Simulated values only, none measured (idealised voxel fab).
The following process module bears the name voxel wiring stack.
Square cell edge 5 nm, section width 195 nm, ID cut.
Cross-section spec: square-cell grid; bands listed top down; each band is one or more rows. This entry defines a band. It first specifies the height of the band's top and the height of its bottom in nm, and then specifies the band's materials from left to right, stating each material with its width in nm. The word "full width" identifies a single material that fills the band from edge to edge, while the word "air" identifies empty space. It should be noted that heights are counted from 0, beneath which the wafer as supplied is of one material throughout, and that the lowest band possesses no lower boundary but continues downward, as written in "0 down". So if you see something like "30 to 40" for the width, read it as the top row of the band sitting at the first number and the bottom row at the second, with every row in between moving by the same amount as the last. "all unchanged" (step): cross-section cells unchanged, all of them. For the entry "Entrapped voids", the listed items are empty spaces with no open way to the top whose size is 8 cells or more; each item follows the pattern width x height at distance, where distance is from the left edge and all three are in nm. Post-settings text on a step line: simulator's own remark regarding the step. Steps that use a mask can have "overlay nm" on their line. It says how far the mask sat to the right of where it was meant to be. Negative means to the left.
-- Set out below are the planned steps of the process
1. RECEIVE, material Si
2. CONFORMAL_DEP, material SiO2, thk nm 10
3. CONFORMAL_DEP, material SiCN, thk nm 5
4. DIRECTIONAL_DEP, material SiO2, thk nm 15
5. PATTERN, tone open, mask id METAL_1, material resist, width nm 25, pitch nm 55, thk nm 15, overlay nm 0
6. DIRECTIONAL_ETCH, etch materials SiO2, depth nm 15
7. DIRECTIONAL_ETCH, etch materials SiCN, depth nm 5
8. STRIP, etch materials resist
9. CONFORMAL_DEP, material TiN, thk nm 5
10. FILL_DEP, material W, thk nm 5
11. CMP, height nm 30
12. CONFORMAL_DEP, material SiCN, thk nm 5
13. DIRECTIONAL_DEP, material lowk, thk nm 15
14. PATTERN, tone open, mask id PLUG_1, material resist, width nm 15, pitch nm 55, thk nm 15, overlay nm 0
15. DIRECTIONAL_ETCH, etch materials lowk, depth nm 15
16. DIRECTIONAL_ETCH, etch materials SiCN, depth nm 5
17. STRIP, etch materials resist
18. CONFORMAL_DEP, material TiN, thk nm 5
19. FILL_DEP, material Ru, thk nm 10
20. CMP, height nm 50
21. DIRECTIONAL_DEP, material TiN, thk nm 5
22. DIRECTIONAL_DEP, material W, thk nm 15
23. DIRECTIONAL_DEP, material aC, thk nm 10
24. PATTERN, tone cover, mask id METAL_2, material resist, width nm 25, pitch nm 55, thk nm 25, overlay nm 0
25. DIRECTIONAL_ETCH, etch materials aC, depth nm 10
26. STRIP, etch materials resist
27. DIRECTIONAL_ETCH, etch materials W, depth nm 15
28. DIRECTIONAL_ETCH, etch materials TiN, depth nm 5
29. STRIP, etch materials aC
30. CONFORMAL_DEP, material SiN, thk nm 5
31. FILL_DEP, material SiO2, thk nm 5
32. CMP, height nm 70
33. CONFORMAL_DEP, material SiCN, thk nm 5
34. DIRECTIONAL_DEP, material lowk, thk nm 25
35. MASKED_ETCH, tone open, mask id METAL_3_HOLES, width nm 15, etch materials lowk, depth nm 25, overlay nm 0
36. PATTERN, tone open, mask id METAL_3, material resist, width nm 25, pitch nm 55, thk nm 20, overlay nm 0
37. DIRECTIONAL_ETCH, etch materials lowk, depth nm 15
38. DIRECTIONAL_ETCH, etch materials SiCN, depth nm 5
39. STRIP, etch materials resist
40. CONFORMAL_DEP, material TiN, thk nm 5
41. FILL_DEP, material Cu, thk nm 10
42. CMP, height nm 100
43. CONFORMAL_DEP, material SiCN, thk nm 5
-- Incoming wafer in cross-section (state: after step 1)
> 0 down  Si full width
> Entrapped voids: none
-- Here's the cross-section of the first of our two wafers at the end of the module - it ran as planned
> 105 to 100  SiCN full width
> 100 to 90  55 of lowk | 5 of TiN | 15 of Cu | 5 of TiN | 30 of lowk | 5 of TiN | 15 of Cu | 5 of TiN | 60 of lowk
> 90 to 85  55 of lowk | 5 of TiN | 5 of Cu | 15 of TiN | 30 of lowk | 25 of TiN | 60 of lowk
> 85 to 75  55 of lowk | 5 of TiN | 5 of Cu | 5 of TiN | 125 of lowk
> 75 to 70  55 of SiCN | 15 of TiN | 125 of SiCN
> 70 to 55  50 of SiO2 | 5 of SiN | 25 of W | 5 of SiN | 20 of SiO2 | 5 of SiN | 25 of W | 5 of SiN | 55 of SiO2
> 55 to 50  55 of SiN | 25 of TiN | 30 of SiN | 25 of TiN | 60 of SiN
> 50 to 35  55 of lowk | 5 of TiN | 5 of Ru | 5 of TiN | 40 of lowk | 5 of TiN | 5 of Ru | 5 of TiN | 70 of lowk
> 35 to 30  55 of SiCN | 15 of TiN | 40 of SiCN | 15 of TiN | 70 of SiCN
> 30 to 15  55 of SiO2 | 5 of TiN | 15 of W | 5 of TiN | 30 of SiO2 | 5 of TiN | 15 of W | 5 of TiN | 60 of SiO2
> 15 to 10  55 of SiCN | 25 of TiN | 30 of SiCN | 25 of TiN | 60 of SiCN
> 10 to 0  SiO2 full width
> 0 down  Si full width
> Entrapped voids: none
-- Cross-sectional image of the second wafer of the two following completion of the module. Starting state and process plan were the same as for the first wafer; one execution error occurred
> 105 to 100  SiCN full width
> 100 to 95  Cu full width
> 95 to 90  60 of TiN | 15 of Cu | 40 of TiN | 15 of Cu | 65 of TiN
> 90 to 75  55 of lowk | 5 of TiN | 15 of Cu | 5 of TiN | 30 of lowk | 5 of TiN | 15 of Cu | 5 of TiN | 60 of lowk
> 75 to 70  55 of SiCN | 25 of TiN | 30 of SiCN | 25 of TiN | 60 of SiCN
> 70 to 55  50 of SiO2 | 5 of SiN | 25 of W | 5 of SiN | 20 of SiO2 | 5 of SiN | 25 of W | 5 of SiN | 55 of SiO2
> 55 to 50  55 of SiN | 25 of TiN | 30 of SiN | 25 of TiN | 60 of SiN
> 50 to 35  55 of lowk | 5 of TiN | 5 of Ru | 5 of TiN | 40 of lowk | 5 of TiN | 5 of Ru | 5 of TiN | 70 of lowk
> 35 to 30  55 of SiCN | 15 of TiN | 40 of SiCN | 15 of TiN | 70 of SiCN
> 30 to 15  55 of SiO2 | 5 of TiN | 15 of W | 5 of TiN | 30 of SiO2 | 5 of TiN | 15 of W | 5 of TiN | 60 of SiO2
> 15 to 10  55 of SiCN | 25 of TiN | 30 of SiCN | 25 of TiN | 60 of SiCN
> 10 to 0  SiO2 full width
> 0 down  Si full width
> Entrapped voids: none
It is concluded that the wafer was processed incorrectly with respect to the plan, in that step 34 off recipe, ran as DIRECTIONAL_DEP, material lowk, thk nm 15
The final cell counts differ between the wafers, with the second having more or fewer of some materials than the first: Cu: 48 more | SiCN: 7 fewer | TiN: 31 more | lowk: 72 fewer
